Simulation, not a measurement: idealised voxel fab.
process module | voxel ribs on slabs
cross-section cut | 295 nm wide | cells 5 nm
A cross-section is a grid of square cells, given in bands from the top down. A band is one or more rows of cells.
Each band's line starts with the height of the band's top and of its bottom, in nm. Then come its materials from left to right, each with its width in nm. One material with "throughout" fills the band from edge to edge. "air" is empty space.
Height 0 is the level under which the wafer as received is all one material. The lowest band goes on downwards, as in "0 down".
A width such as "30 to 40" changes by the same amount from each row of cells to the next, from the band's top row to its bottom row.
"no change" after a step means that no cell of the cross-section changed.
closed voids: empty space of 8 cells or more with no open way to the top, each as width x height at its distance from the left edge, in nm
after a step's settings: what the simulator itself notes on the step
overlay nm, on a step with a mask: how far to the right of its planned place the mask lay; to the left if negative
plan
1 op RECEIVE | material Si
2 op DIRECTIONAL_DEP | material SiO2 | thk nm 30
3 op DIRECTIONAL_DEP | material SiN | thk nm 25
4 op DIRECTIONAL_DEP | material aC | thk nm 15
5 op PATTERN | tone cover | mask id RIB | material resist | width nm 15 | thk nm 30 | overlay nm 0
6 op DIRECTIONAL_ETCH | etch materials aC | depth nm 15
7 op STRIP | etch materials resist
8 op DIRECTIONAL_ETCH | etch materials SiN | depth nm 20
9 op STRIP | etch materials aC
10 op MASKED_ETCH | tone cover | mask id SLAB | width nm 55 | etch materials SiN | depth nm 5 | overlay nm 0
11 op FILL_DEP | material SiO2 | thk nm 30
12 op CMP | height nm 75
13 op DIRECTIONAL_DEP | material W | thk nm 5
14 op DIRECTIONAL_DEP | material aC | thk nm 15
15 op PATTERN | tone cover | mask id HEATER | material resist | width nm 25 | thk nm 30 | overlay nm 0
16 op DIRECTIONAL_ETCH | etch materials aC | depth nm 15
17 op STRIP | etch materials resist
18 op DIRECTIONAL_ETCH | etch materials W | depth nm 5
19 op STRIP | etch materials aC
20 op CONFORMAL_DEP | material SiN | thk nm 5
as received, after step 1
  0 down: Si throughout
  closed voids: none
a wafer at the end: this start, this plan, one mistake
  85 to 80: air 130 | SiN 35 | air 130
  80 to 75: SiN 135 | W 25 | SiN 135
  75 to 55: SiO2 throughout
  55 to 50: SiO2 120 | SiN 20 | SiO2 15 | SiN 20 | SiO2 120
  50 to 35: SiN 140 | SiO2 15 | SiN 140
  35 to 30: SiN throughout
  30 to 0: SiO2 throughout
  0 down: Si throughout
  closed voids: none
what went wrong: step 5 ran as: op PATTERN | tone open | mask id RIB | material resist | width nm 15 | thk nm 30 | overlay nm 0
